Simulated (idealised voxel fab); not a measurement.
The document below concerns the process module designated voxel self aligned vias.
We display cut, a cross-section 275 nm in width whose square cells are each 5 nm.
We lay out every cross-section as a grid of square cells and spell it out in bands from the top down, where one band means one or more rows of cells. Each band's line starts with the height of the band's top and of its bottom, in nm. Then come its materials from left to right, each with its width in nm. One material with "edge to edge" fills the band from edge to edge. "empty" is empty space. Counting heights begins at 0, where everything beneath is, in the wafer as received, one material. The lowest band has no bottom; it goes on downwards, as "0..down" shows. It should be noted that a width expressed as "30 to 40" varies in equal increments from row to row of cells within the band, taking the value of the first number at the top row and that of the second number at the bottom row. The designation "no alterations made", where it is given for a processing step, indicates that no cell of the cross-section was altered in the course of that step. "Catalogued sealed voids": sealed empty spaces, 8 cells or more, no open way to top, listed width x height at distance, with distance from the left edge and width, height and distance in nm. Step line, after settings: the simulator's comment on this step. The "overlay nm" setting may appear on a step's line; for a step that uses a mask, it gives how far to the right of its planned position the mask lay, and a negative value indicates the left.
[plan]
1. RECEIVE, material Si
2. CONFORMAL_DEP, material SiO2, thk nm 10
3. CONFORMAL_DEP, material SiCN, thk nm 5
4. DIRECTIONAL_DEP, material lowk, thk nm 20
5. DIRECTIONAL_DEP, material aC, thk nm 15
6. PATTERN, tone open, mask id LINES, material resist, width nm 25, pitch nm 60, thk nm 35, overlay nm 0
7. DIRECTIONAL_ETCH, etch materials aC, depth nm 15
8. STRIP, etch materials resist
9. DIRECTIONAL_ETCH, etch materials lowk, depth nm 20
10. STRIP, etch materials aC
11. CONFORMAL_DEP, material TiN, thk nm 5
12. FILL_DEP, material W, thk nm 5
13. CMP, height nm 35
14. SELECTIVE_ETCH, etch materials W Ru TiN, depth nm 5
15. FILL_DEP, material SiN, thk nm 10
16. CMP, height nm 35
17. DIRECTIONAL_DEP, material lowk, thk nm 20
18. PATTERN, tone open, mask id VIAS, material resist, width nm 35, pitch nm 120, thk nm 20, overlay nm 0
19. DIRECTIONAL_ETCH, etch materials lowk, depth nm 20
20. DIRECTIONAL_ETCH, etch materials SiN, depth nm 5
21. STRIP, etch materials resist
22. CONFORMAL_DEP, material TiN, thk nm 5
23. FILL_DEP, material W, thk nm 10
24. CMP, height nm 55
25. CONFORMAL_DEP, material SiCN, thk nm 5
[The first of a set of two wafers, run to plan]
[Cross-section: wafer on arrival = after step 1]
- 0..down: Si edge to edge
- Catalogued sealed voids: none
[Wafer after step 2 (cross-section)]
- 10..0: SiO2 edge to edge
- Note: structure below 0 unchanged.
[Wafer after step 3 (cross-section)]
- 15..10: SiCN edge to edge
- Note: structure below 10 unchanged.
[Wafer after step 4 (cross-section)]
- 35..15: lowk edge to edge
- Note: structure below 15 unchanged.
[Wafer after step 5 (cross-section)]
- 50..35: aC edge to edge
- Note: structure below 35 unchanged.
[Wafer after step 6 (cross-section)]
- 85..50: resist (65) / empty (25) / resist (35) / empty (25) / resist (35) / empty (25) / resist (65)
- Note: structure below 50 unchanged.
[Wafer after step 7 (cross-section)]
- 70..50: resist (65) / empty (25) / resist (35) / empty (25) / resist (35) / empty (25) / resist (65)
- 50..35: aC (65) / empty (25) / aC (35) / empty (25) / aC (35) / empty (25) / aC (65)
- Note: structure below 35 unchanged.
[Wafer after step 8 (cross-section)]
- 50..35: aC (65) / empty (25) / aC (35) / empty (25) / aC (35) / empty (25) / aC (65)
- Note: structure below 35 unchanged.
[Wafer after step 9 (cross-section)]
- 50..35: aC (65) / empty (25) / aC (35) / empty (25) / aC (35) / empty (25) / aC (65)
- 35..15: lowk (65) / empty (25) / lowk (35) / empty (25) / lowk (35) / empty (25) / lowk (65)
- Note: structure below 15 unchanged.
[Wafer after step 10 (cross-section)]
- 35..15: lowk (65) / empty (25) / lowk (35) / empty (25) / lowk (35) / empty (25) / lowk (65)
- Note: structure below 15 unchanged.
[Wafer after step 11 (cross-section)]
- 40..35: TiN (70) / empty (15) / TiN (45) / empty (15) / TiN (45) / empty (15) / TiN (70)
- 35..20: lowk (65) / TiN (5) / empty (15) / TiN (5) / lowk (35) / TiN (5) / empty (15) / TiN (5) / lowk (35) / TiN (5) / empty (15) / TiN (5) / lowk (65)
- 20..15: lowk (65) / TiN (25) / lowk (35) / TiN (25) / lowk (35) / TiN (25) / lowk (65)
- Note: structure below 15 unchanged.
[Wafer after step 12 (cross-section)]
- 45..40: W edge to edge
- 40..35: TiN (70) / W (15) / TiN (45) / W (15) / TiN (45) / W (15) / TiN (70)
- 35..20: lowk (65) / TiN (5) / W (15) / TiN (5) / lowk (35) / TiN (5) / W (15) / TiN (5) / lowk (35) / TiN (5) / W (15) / TiN (5) / lowk (65)
- Note: structure below 20 unchanged.
[Wafer after step 13 (cross-section)]
- 35..20: lowk (65) / TiN (5) / W (15) / TiN (5) / lowk (35) / TiN (5) / W (15) / TiN (5) / lowk (35) / TiN (5) / W (15) / TiN (5) / lowk (65)
- Note: structure below 20 unchanged.
[Wafer after step 14 (cross-section)]
- 35..30: lowk (65) / empty (25) / lowk (35) / empty (25) / lowk (35) / empty (25) / lowk (65)
- Note: structure below 30 unchanged.
[Wafer after step 15 (cross-section)]
- 45..35: SiN edge to edge
- 35..30: lowk (65) / SiN (25) / lowk (35) / SiN (25) / lowk (35) / SiN (25) / lowk (65)
- Note: structure below 30 unchanged.
[Wafer after step 16 (cross-section)]
- 35..30: lowk (65) / SiN (25) / lowk (35) / SiN (25) / lowk (35) / SiN (25) / lowk (65)
- Note: structure below 30 unchanged.
[Wafer after step 17 (cross-section)]
- 55..35: lowk edge to edge
- Note: structure below 35 unchanged.
[Wafer after step 18 (cross-section)]
- 75..55: resist (60) / empty (35) / resist (85) / empty (35) / resist (60)
- Note: structure below 55 unchanged.
[Wafer after step 19 (cross-section)]
- 75..55: resist (60) / empty (35) / resist (85) / empty (35) / resist (60)
- 55..35: lowk (60) / empty (35) / lowk (85) / empty (35) / lowk (60)
- Note: structure below 35 unchanged.
[Wafer after step 20 (cross-section)]
- 75..55: resist (60) / empty (35) / resist (85) / empty (35) / resist (60)
- 55..35: lowk (60) / empty (35) / lowk (85) / empty (35) / lowk (60)
- 35..30: lowk (65) / empty (25) / lowk (35) / SiN (25) / lowk (35) / empty (25) / lowk (65)
- Note: structure below 30 unchanged.
[Wafer after step 21 (cross-section)]
- 55..35: lowk (60) / empty (35) / lowk (85) / empty (35) / lowk (60)
- Note: structure below 35 unchanged.
[Wafer after step 22 (cross-section)]
- 60..55: TiN (65) / empty (25) / TiN (95) / empty (25) / TiN (65)
- 55..40: lowk (60) / TiN (5) / empty (25) / TiN (5) / lowk (85) / TiN (5) / empty (25) / TiN (5) / lowk (60)
- 40..35: lowk (60) / TiN (10) / empty (15) / TiN (10) / lowk (85) / TiN (10) / empty (15) / TiN (10) / lowk (60)
- 35..30: lowk (65) / TiN (25) / lowk (35) / SiN (25) / lowk (35) / TiN (25) / lowk (65)
- Note: structure below 30 unchanged.
[Wafer after step 23 (cross-section)]
- 70..60: W edge to edge
- 60..55: TiN (65) / W (25) / TiN (95) / W (25) / TiN (65)
- 55..40: lowk (60) / TiN (5) / W (25) / TiN (5) / lowk (85) / TiN (5) / W (25) / TiN (5) / lowk (60)
- 40..35: lowk (60) / TiN (10) / W (15) / TiN (10) / lowk (85) / TiN (10) / W (15) / TiN (10) / lowk (60)
- Note: structure below 35 unchanged.
[Wafer after step 24 (cross-section)]
- 55..40: lowk (60) / TiN (5) / W (25) / TiN (5) / lowk (85) / TiN (5) / W (25) / TiN (5) / lowk (60)
- Note: structure below 40 unchanged.
[Wafer after step 25 (cross-section)]
- 60..55: SiCN edge to edge
- Note: structure below 55 unchanged.
[Second wafer: same start and same plan as the first, one execution error; identical to the first through step 17]
[Second wafer profile in section, at the moment step 18 of the plan was meant to be complete]
- 75..55: empty (60) / resist (35) / empty (85) / resist (35) / empty (60)
- Note: structure below 55 unchanged.
[Second wafer profile in section, at the moment step 19 of the plan was meant to be complete]
- 75..55: empty (60) / resist (35) / empty (85) / resist (35) / empty (60)
- 55..35: empty (60) / lowk (35) / empty (85) / lowk (35) / empty (60)
- Note: structure below 35 unchanged.
[Second wafer profile in section, at the moment step 20 of the plan was meant to be complete]
- 75..55: empty (60) / resist (35) / empty (85) / resist (35) / empty (60)
- 55..35: empty (60) / lowk (35) / empty (85) / lowk (35) / empty (60)
- 35..30: lowk (65) / SiN (25) / lowk (35) / empty (25) / lowk (35) / SiN (25) / lowk (65)
- Note: structure below 30 unchanged.
[Second wafer profile in section, at the moment step 21 of the plan was meant to be complete]
- 55..35: empty (60) / lowk (35) / empty (85) / lowk (35) / empty (60)
- Note: structure below 35 unchanged.
[Second wafer profile in section, at the moment step 22 of the plan was meant to be complete]
- 60..55: empty (55) / TiN (45) / empty (75) / TiN (45) / empty (55)
- 55..40: empty (55) / TiN (5) / lowk (35) / TiN (5) / empty (75) / TiN (5) / lowk (35) / TiN (5) / empty (55)
- 40..35: TiN (60) / lowk (35) / TiN (35) / empty (15) / TiN (35) / lowk (35) / TiN (60)
- 35..30: lowk (65) / SiN (25) / lowk (35) / TiN (25) / lowk (35) / SiN (25) / lowk (65)
- Note: structure below 30 unchanged.
[Second wafer profile in section, at the moment step 23 of the plan was meant to be complete]
- 70..60: W edge to edge
- 60..55: W (55) / TiN (45) / W (75) / TiN (45) / W (55)
- 55..40: W (55) / TiN (5) / lowk (35) / TiN (5) / W (75) / TiN (5) / lowk (35) / TiN (5) / W (55)
- 40..35: TiN (60) / lowk (35) / TiN (35) / W (15) / TiN (35) / lowk (35) / TiN (60)
- Note: structure below 35 unchanged.
[Second wafer profile in section, at the moment step 24 of the plan was meant to be complete]
- 55..40: W (55) / TiN (5) / lowk (35) / TiN (5) / W (75) / TiN (5) / lowk (35) / TiN (5) / W (55)
- Note: structure below 40 unchanged.
[Second wafer profile in section, at the moment step 25 of the plan was meant to be complete]
- 60..55: SiCN edge to edge
- Note: structure below 55 unchanged.
Heads up, the wafer didn't run the way we planned it: step 18, actual vs plan mismatch, actual run PATTERN, tone cover, mask id VIAS, material resist, width nm 35, pitch nm 120, thk nm 20, overlay nm 0
Final comparison by cell count, materials where the second wafer has more or fewer than the first: SiN +5, TiN +25, W +78, lowk -108
